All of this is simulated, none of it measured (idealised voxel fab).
You're looking at the process module voxel ribs on slabs.
Section shown: cut. Width: 270 nm. Cell size: 5 nm, square.
Cross-section spec: square-cell grid; bands listed top down; each band is one or more rows.
It is stipulated that each band's entry specify, in nanometres, the height of the top of the band and then that of its bottom, followed by the materials of the band in left-to-right sequence, each together with its width in nanometres. A single material marked by the word "throughout" is understood to fill the band from edge to edge; the word "empty" is understood to denote empty space.
Height 0 is the level under which the wafer as received is all one material. The lowest band goes on downwards, as in "0 nm and below".
Top row gets the first number, bottom row gets the second, and each row in between changes by the same step: that is how a band width like "30 to 40" works.
For the purposes of this document, the phrase "remains unaltered" attached to a step denotes that no cell within the cross-section was modified by that step.
Closed-off voids of 8+ cells (no open route to the top) go in "Voids, fully enclosed", written width x height at distance from the left edge, in nm.
On a step's line, text after the settings is the simulator commenting on that step.
The line of a step may include "overlay nm". On a step with a mask, this value is how far to the right of its planned place the mask lay. A negative value means the mask lay to the left.
### The following list gives the planned process steps
1) RECEIVE, material Si
2) DIRECTIONAL_DEP, material SiO2, thk nm 30
3) DIRECTIONAL_DEP, material SiN, thk nm 20
4) DIRECTIONAL_DEP, material aC, thk nm 10
5) PATTERN, tone cover, mask id RIB, material resist, width nm 15, thk nm 30, overlay nm 0
6) DIRECTIONAL_ETCH, etch materials aC, depth nm 10
7) STRIP, etch materials resist
8) DIRECTIONAL_ETCH, etch materials SiN, depth nm 15
9) STRIP, etch materials aC
10) MASKED_ETCH, tone cover, mask id SLAB, width nm 75, etch materials SiN, depth nm 5, overlay nm 0
11) FILL_DEP, material SiO2, thk nm 25
12) CMP, height nm 70
13) DIRECTIONAL_DEP, material W, thk nm 5
14) MASKED_ETCH, tone cover, mask id HEATER, width nm 25, etch materials W, depth nm 5, overlay nm 0
15) CONFORMAL_DEP, material SiO2, thk nm 5
The wafers in this document start out alike and differ in the width nm applied at step 5; the plan shows the value used for the first wafer.
### Cross-section of the first incoming wafer of several, state after step 1
	0 nm and below | Si throughout
	Voids, fully enclosed: none
### End-of-module cross-section, first of several wafers, after last step 15
	80 nm to 75 nm | empty: 115; SiO2: 35; empty: 120
	75 nm to 70 nm | SiO2: 120; W: 25; SiO2: 125
	70 nm to 50 nm | SiO2 throughout
	50 nm to 35 nm | SiO2: 125; SiN: 15; SiO2: 130
	35 nm to 30 nm | SiO2: 95; SiN: 75; SiO2: 100
	30 nm to 0 nm | SiO2 throughout
	0 nm and below | Si throughout
	Voids, fully enclosed: none
### The final wafer, sectioned at module end
	80 nm to 75 nm | empty: 115; SiO2: 35; empty: 120
	75 nm to 70 nm | SiO2: 120; W: 25; SiO2: 125
	70 nm to 50 nm | SiO2 throughout
	50 nm to 35 nm | SiO2: 120; SiN: 30; SiO2: 120
	35 nm to 30 nm | SiO2: 95; SiN: 75; SiO2: 100
	30 nm to 0 nm | SiO2 throughout
	0 nm and below | Si throughout
	Voids, fully enclosed: none
### Heads up, this table goes wafer by wafer. A row tells you, at the end of the module, how many cells of each material that wafer has put on (+) or dropped (-) since it was received, and then its closed voids
width nm 15 | +24 SiN | +788 SiO2 | +5 W | Voids, fully enclosed: none
width nm 20 | +27 SiN | +785 SiO2 | +5 W | Voids, fully enclosed: none
width nm 25 | +30 SiN | +782 SiO2 | +5 W | Voids, fully enclosed: none
width nm 30 | +33 SiN | +779 SiO2 | +5 W | Voids, fully enclosed: none
